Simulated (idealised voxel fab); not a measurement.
The document below concerns the process module designated voxel self aligned contacts.
Each square cell in cross-section cut measures 5 nm, and the section as a whole is 195 nm wide.
Think of the cross-section as a grid of square cells. We describe it in bands, top to bottom, and each band covers one or more rows of those cells. Heights first: top, then bottom, in nm. Then materials, left to right, each with a width in nm. "full width" on a single material: fills the band edge to edge. "empty": empty space. All heights in this document are referenced to 0, defined as the level beneath which the wafer, as received, consists entirely of one material. The lowest band is not bounded below; it extends indefinitely downward and is written in the form "0 and below". Think of "30->40" as a width that walks from the first number to the second as you go down the band, top row to bottom row, taking equal-sized steps from row to row. For the purposes of this document, the phrase "left unchanged" attached to a step denotes that no cell within the cross-section was modified by that step. Each empty space that has no open way to the top and spans at least 8 cells appears under "Closed void list" as width x height at distance, the distance counted from the left edge, all in nm. Heads up: the bit after the settings on a step's line is the simulator's remark on that step. overlay nm: right-of-plan distance of the mask on a masked step; negative values mean left-of-plan.
The process steps that were planned are listed below
1,RECEIVE (material Si)
2,CONFORMAL_DEP (material SiO2; thk nm 5)
3,DIRECTIONAL_DEP (material polySi; thk nm 25)
4,DIRECTIONAL_DEP (material SiN; thk nm 25)
5,DIRECTIONAL_DEP (material aC; thk nm 15)
6,PATTERN (tone cover; mask id GATE; material resist; width nm 25; pitch nm 65; thk nm 35; overlay nm 0)
7,DIRECTIONAL_ETCH (etch materials aC; depth nm 15)
8,STRIP (etch materials resist)
9,DIRECTIONAL_ETCH (etch materials SiN; depth nm 25)
10,DIRECTIONAL_ETCH (etch materials polySi; depth nm 25)
11,STRIP (etch materials aC)
12,CONFORMAL_DEP (material SiN; thk nm 10)
13,DIRECTIONAL_ETCH (etch materials SiN; depth nm 10)
14,FILL_DEP (material SiO2; thk nm 15)
15,CMP (height nm 60)
16,MASKED_ETCH (tone open; mask id CONTACT; width nm 40; etch materials SiO2; depth nm 60; overlay nm 0)
17,CONFORMAL_DEP (material TiN; thk nm 5)
18,FILL_DEP (material Ru; thk nm 5)
19,CMP (height nm 60)
20,CONFORMAL_DEP (material SiN; thk nm 5)
What sets these wafers apart? The width nm at step 16. They all start alike, and the plan carries the first wafer's value.
As received, i.e. after step 1: cross-section through the first of several wafers
0 and below  Si full width
Closed void list: none
Post step 20, the closing step of the module: first of several wafers, cross-sectioned
65 down to 60  SiN full width
60 down to 55  SiO2 (75) / TiN (15) / Ru (10) / TiN (15) / SiO2 (80)
55 down to 30  SiO2 (40) / SiN (45) / TiN (5) / Ru (10) / TiN (5) / SiN (45) / SiO2 (45)
30 down to 5  SiO2 (40) / SiN (10) / polySi (25) / SiN (10) / TiN (5) / Ru (10) / TiN (5) / SiN (10) / polySi (25) / SiN (10) / SiO2 (45)
5 down to 0  SiO2 (85) / TiN (20) / SiO2 (90)
0 and below  Si full width
Closed void list: none
Cross-sectional view, end of module, last wafer of several
65 down to 60  SiN full width
60 down to 55  SiO2 (65) / TiN (25) / Ru (10) / TiN (30) / SiO2 (65)
55 down to 30  SiO2 (40) / SiN (45) / TiN (5) / Ru (10) / TiN (5) / SiN (45) / SiO2 (45)
30 down to 5  SiO2 (40) / SiN (10) / polySi (25) / SiN (10) / TiN (5) / Ru (10) / TiN (5) / SiN (10) / polySi (25) / SiN (10) / SiO2 (45)
5 down to 0  SiO2 (85) / TiN (20) / SiO2 (90)
0 and below  Si full width
Closed void list: none
each wafer at the end: cells of each material gained (+) or lost (-) since it was received, then its closed voids
width nm 40 | +22 Ru | +169 SiN | +236 SiO2 | +30 TiN | +50 polySi | Closed void list: none
width nm 45 | +22 Ru | +169 SiN | +235 SiO2 | +31 TiN | +50 polySi | Closed void list: none
width nm 50 | +22 Ru | +169 SiN | +234 SiO2 | +32 TiN | +50 polySi | Closed void list: none
width nm 55 | +22 Ru | +169 SiN | +233 SiO2 | +33 TiN | +50 polySi | Closed void list: none
width nm 60 | +22 Ru | +169 SiN | +232 SiO2 | +34 TiN | +50 polySi | Closed void list: none
width nm 65 | +22 Ru | +169 SiN | +231 SiO2 | +35 TiN | +50 polySi | Closed void list: none
